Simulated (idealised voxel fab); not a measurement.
Process module name: voxel transistor to metal
For reference, the cross-section in this document is cut, with width 270 nm and square cells of 5 nm.
Format of a cross-section: grid, square cells. Given as bands. Order: top down. Band: one or more rows of cells.
Read a band's entry like this: the first values are the height of its top and the height of its bottom in nm, and what follows is the sequence of materials from left to right, each with its width in nm. Note that "air" is empty space, and that a single material marked "edge to edge" reaches across the band from edge to edge.
The reference from which all heights are counted is 0, the level beneath which the as-received wafer is entirely one material; the lowest band, having no lower bound, proceeds downward and is written after the example "0 nm and below".
The two numbers in a width such as "30->40" mark its ends across the band: the first belongs to the top row of cells, the second to the bottom row, and from each row to the next the width moves by the same amount.
Where the words "remained the same" appear for a step, the cross-section shows no cell changed by that step; every cell remained as before.
Voids not open to the top, 8 cells minimum: see "Sealed void inventory". Written width x height at distance; distance is from the left edge; nm.
Past the settings on a step's line: simulator remark, on that step.
On any step carrying a mask, the "overlay nm" setting, if present on the step's line, tells how far right of its planned place the mask lay; negative values point to the left.
## Process steps - plan
1. RECEIVE: material Si
2. CONFORMAL_DEP: material SiO2, thk nm 5
3. CONFORMAL_DEP: material SiN, thk nm 10
4. MASKED_ETCH: tone cover, mask id ACTIVE, width nm 100, pitch nm 130, etch materials SiN, depth nm 10, overlay nm 0
5. MASKED_ETCH: tone cover, mask id ACTIVE, width nm 100, pitch nm 130, etch materials SiO2, depth nm 5, overlay nm 0
6. MASKED_ETCH: tone cover, mask id ACTIVE, width nm 100, pitch nm 130, etch materials Si, depth nm 25, overlay nm 0
7. OXIDIZE: depth nm 5
8. FILL_DEP: material SiO2, thk nm 10
9. CMP: height nm 15
10. SELECTIVE_ETCH: etch materials SiO2, depth nm 5
11. STRIP: etch materials SiN
12. SELECTIVE_ETCH: etch materials SiO2, depth nm 5
13. OXIDIZE: depth nm 5
14. DIRECTIONAL_DEP: material polySi, thk nm 30
15. DIRECTIONAL_DEP: material SiCN, thk nm 10
16. DIRECTIONAL_DEP: material aC, thk nm 15
17. PATTERN: tone cover, mask id GATE, material resist, width nm 30, pitch nm 130, thk nm 30, overlay nm 0
18. DIRECTIONAL_ETCH: etch materials aC, depth nm 15
19. STRIP: etch materials resist
20. DIRECTIONAL_ETCH: etch materials SiCN, depth nm 20
21. DIRECTIONAL_ETCH: etch materials polySi, depth nm 40
22. STRIP: etch materials aC
23. CONFORMAL_DEP: material SiN, thk nm 10
24. DIRECTIONAL_ETCH: etch materials SiN, depth nm 10
25. DIRECTIONAL_ETCH: etch materials SiO2, depth nm 5
26. DIRECTIONAL_ETCH: etch materials Si, depth nm 10
27. EPI: material pSi, thk nm 10
28. FILL_DEP: material SiO2, thk nm 10
29. CMP: height nm 30
30. STRIP: etch materials polySi
31. SELECTIVE_ETCH: etch materials SiO2, depth nm 5
32. CONFORMAL_DEP: material HfO2, thk nm 5
33. CONFORMAL_DEP: material TiN, thk nm 5
34. FILL_DEP: material W, thk nm 5
35. CMP: height nm 25
36. DIRECTIONAL_DEP: material SiO2, thk nm 15
37. PATTERN: tone open, mask id CONTACT, material resist, width nm 15, thk nm 20, overlay nm 0
38. DIRECTIONAL_ETCH: etch materials SiO2, depth nm 45
39. STRIP: etch materials resist
40. CONFORMAL_DEP: material TiN, thk nm 5
41. FILL_DEP: material Ru, thk nm 5
42. CMP: height nm 40
43. CONFORMAL_DEP: material SiCN, thk nm 5
44. DIRECTIONAL_DEP: material lowk, thk nm 15
45. MASKED_ETCH: tone open, mask id METAL_1, width nm 15, etch materials lowk, depth nm 15, overlay nm 0
46. MASKED_ETCH: tone open, mask id METAL_1, width nm 15, etch materials SiCN, depth nm 5, overlay nm 0
47. CONFORMAL_DEP: material TiN, thk nm 5
48. FILL_DEP: material Cu, thk nm 5
49. CMP: height nm 60
50. CONFORMAL_DEP: material SiCN, thk nm 5
51. DIRECTIONAL_DEP: material SiO2, thk nm 35
52. PATTERN: tone open, mask id METAL_2, material resist, width nm 15, pitch nm 130, thk nm 15, overlay nm 0
53. DIRECTIONAL_ETCH: etch materials SiO2, depth nm 20
54. STRIP: etch materials resist
55. DIRECTIONAL_DEP: material aC, thk nm 10
56. PATTERN: tone open, mask id METAL_2_HOLES, material resist, width nm 15, pitch nm 130, thk nm 30, overlay nm 0
57. DIRECTIONAL_ETCH: etch materials aC, depth nm 10
58. STRIP: etch materials resist
59. DIRECTIONAL_ETCH: etch materials SiO2, depth nm 15
60. DIRECTIONAL_ETCH: etch materials SiCN, depth nm 5
61. STRIP: etch materials aC
62. CONFORMAL_DEP: material TiN, thk nm 5
63. FILL_DEP: material Ru, thk nm 5
64. CMP: height nm 100
65. CONFORMAL_DEP: material SiN, thk nm 5
## So this is the incoming wafer in cross-section - it's already been through step 1
- 0 nm and below  Si edge to edge
- Sealed void inventory: none
## first wafer at the end, as planned
- 105 nm to 100 nm  SiN edge to edge
- 100 nm to 65 nm  25 SiO2; 5 TiN; 5 Ru; 5 TiN; 115 SiO2; 5 TiN; 5 Ru; 5 TiN; 100 SiO2
- 65 nm to 60 nm  25 SiCN; 15 TiN; 115 SiCN; 15 TiN; 100 SiCN
- 60 nm to 45 nm  25 lowk; 5 TiN; 5 Cu; 5 TiN; 60 lowk; 5 TiN; 5 Cu; 5 TiN; 40 lowk; 5 TiN; 5 Cu; 5 TiN; 60 lowk; 5 TiN; 5 Cu; 5 TiN; 25 lowk
- 45 nm to 40 nm  25 SiCN; 15 TiN; 60 SiCN; 15 TiN; 40 SiCN; 15 TiN; 60 SiCN; 15 TiN; 25 SiCN
- 40 nm to 25 nm  25 SiO2; 5 TiN; 5 Ru; 5 TiN; 60 SiO2; 5 TiN; 5 Ru; 5 TiN; 40 SiO2; 5 TiN; 5 Ru; 5 TiN; 60 SiO2; 5 TiN; 5 Ru; 5 TiN; 25 SiO2
- 25 nm to 10 nm  25 SiO2; 5 TiN; 5 Ru; 5 TiN; 5 SiO2; 10 SiN; 5 HfO2; 5 TiN; 10 W; 5 TiN; 5 HfO2; 10 SiN; 5 SiO2; 5 TiN; 5 Ru; 5 TiN; 40 SiO2; 5 TiN; 5 Ru; 5 TiN; 5 SiO2; 10 SiN; 5 HfO2; 5 TiN; 10 W; 5 TiN; 5 HfO2; 10 SiN; 5 SiO2; 5 TiN; 5 Ru; 5 TiN; 25 SiO2
- 10 nm to 5 nm  25 SiO2; 15 TiN; 5 SiO2; 10 SiN; 5 HfO2; 5 TiN; 10 W; 5 TiN; 5 HfO2; 10 SiN; 5 SiO2; 15 TiN; 40 SiO2; 15 TiN; 5 SiO2; 10 SiN; 5 HfO2; 5 TiN; 10 W; 5 TiN; 5 HfO2; 10 SiN; 5 SiO2; 15 TiN; 25 SiO2
- 5 nm to 0 nm  15 SiO2; 10 SiN; 10 TiN; 10 pSi; 10 SiN; 5 HfO2; 20 TiN; 5 HfO2; 10 SiN; 10 pSi; 10 TiN; 10 SiN; 20 SiO2; 10 SiN; 10 TiN; 10 pSi; 10 SiN; 5 HfO2; 20 TiN; 5 HfO2; 10 SiN; 10 pSi; 10 TiN; 10 SiN; 15 SiO2
- 0 nm to -5 nm  25 SiO2; 10 TiN; 10 pSi; 5 SiO2; 40 HfO2; 5 SiO2; 10 pSi; 10 TiN; 40 SiO2; 10 TiN; 10 pSi; 5 SiO2; 40 HfO2; 5 SiO2; 10 pSi; 10 TiN; 25 SiO2
- -5 nm to -15 nm  25 SiO2; 20 pSi; 50 Si; 20 pSi; 40 SiO2; 20 pSi; 50 Si; 20 pSi; 25 SiO2
- -15 nm to -30 nm  25 SiO2; 90 Si; 40 SiO2; 90 Si; 25 SiO2
- -30 nm and below  Si edge to edge
- Sealed void inventory: none
## Module end: cross-section of wafer two of two. Same start and process plan as the first wafer. One mistake during execution
- 105 nm to 100 nm  SiN edge to edge
- 100 nm to 65 nm  25 SiO2; 5 TiN; 5 Ru; 5 TiN; 115 SiO2; 5 TiN; 5 Ru; 5 TiN; 100 SiO2
- 65 nm to 60 nm  25 SiCN; 15 TiN; 115 SiCN; 15 TiN; 100 SiCN
- 60 nm to 55 nm  30 TiN; 5 Cu; 70 TiN; 5 Cu; 50 TiN; 5 Cu; 70 TiN; 5 Cu; 30 TiN
- 55 nm to 40 nm  25 lowk; 5 TiN; 5 Cu; 5 TiN; 60 lowk; 5 TiN; 5 Cu; 5 TiN; 40 lowk; 5 TiN; 5 Cu; 5 TiN; 60 lowk; 5 TiN; 5 Cu; 5 TiN; 25 lowk
- 40 nm to 35 nm  25 SiCN; 15 TiN; 60 SiCN; 15 TiN; 40 SiCN; 15 TiN; 60 SiCN; 15 TiN; 25 SiCN
- 35 nm to 25 nm  25 SiO2; 5 TiN; 5 Ru; 5 TiN; 60 SiO2; 5 TiN; 5 Ru; 5 TiN; 40 SiO2; 5 TiN; 5 Ru; 5 TiN; 60 SiO2; 5 TiN; 5 Ru; 5 TiN; 25 SiO2
- 25 nm to 10 nm  25 SiO2; 5 TiN; 5 Ru; 5 TiN; 5 SiO2; 10 SiN; 5 HfO2; 5 TiN; 10 W; 5 TiN; 5 HfO2; 10 SiN; 5 SiO2; 5 TiN; 5 Ru; 5 TiN; 40 SiO2; 5 TiN; 5 Ru; 5 TiN; 5 SiO2; 10 SiN; 5 HfO2; 5 TiN; 10 W; 5 TiN; 5 HfO2; 10 SiN; 5 SiO2; 5 TiN; 5 Ru; 5 TiN; 25 SiO2
- 10 nm to 5 nm  25 SiO2; 15 TiN; 5 SiO2; 10 SiN; 5 HfO2; 5 TiN; 10 W; 5 TiN; 5 HfO2; 10 SiN; 5 SiO2; 15 TiN; 40 SiO2; 15 TiN; 5 SiO2; 10 SiN; 5 HfO2; 5 TiN; 10 W; 5 TiN; 5 HfO2; 10 SiN; 5 SiO2; 15 TiN; 25 SiO2
- 5 nm to 0 nm  15 SiO2; 10 SiN; 10 TiN; 10 pSi; 10 SiN; 5 HfO2; 20 TiN; 5 HfO2; 10 SiN; 10 pSi; 10 TiN; 10 SiN; 20 SiO2; 10 SiN; 10 TiN; 10 pSi; 10 SiN; 5 HfO2; 20 TiN; 5 HfO2; 10 SiN; 10 pSi; 10 TiN; 10 SiN; 15 SiO2
- 0 nm to -5 nm  25 SiO2; 10 TiN; 10 pSi; 5 SiO2; 40 HfO2; 5 SiO2; 10 pSi; 10 TiN; 40 SiO2; 10 TiN; 10 pSi; 5 SiO2; 40 HfO2; 5 SiO2; 10 pSi; 10 TiN; 25 SiO2
- -5 nm to -15 nm  25 SiO2; 20 pSi; 50 Si; 20 pSi; 40 SiO2; 20 pSi; 50 Si; 20 pSi; 25 SiO2
- -15 nm to -30 nm  25 SiO2; 90 Si; 40 SiO2; 90 Si; 25 SiO2
- -30 nm and below  Si edge to edge
- Sealed void inventory: none
Deviation from plan: off-plan run, step 42, actual operation and settings CMP: height nm 35
Cell-count delta at end, second wafer over first, by material: Cu: 4 more; Ru: 4 fewer; SiO2: 42 fewer; TiN: 42 more
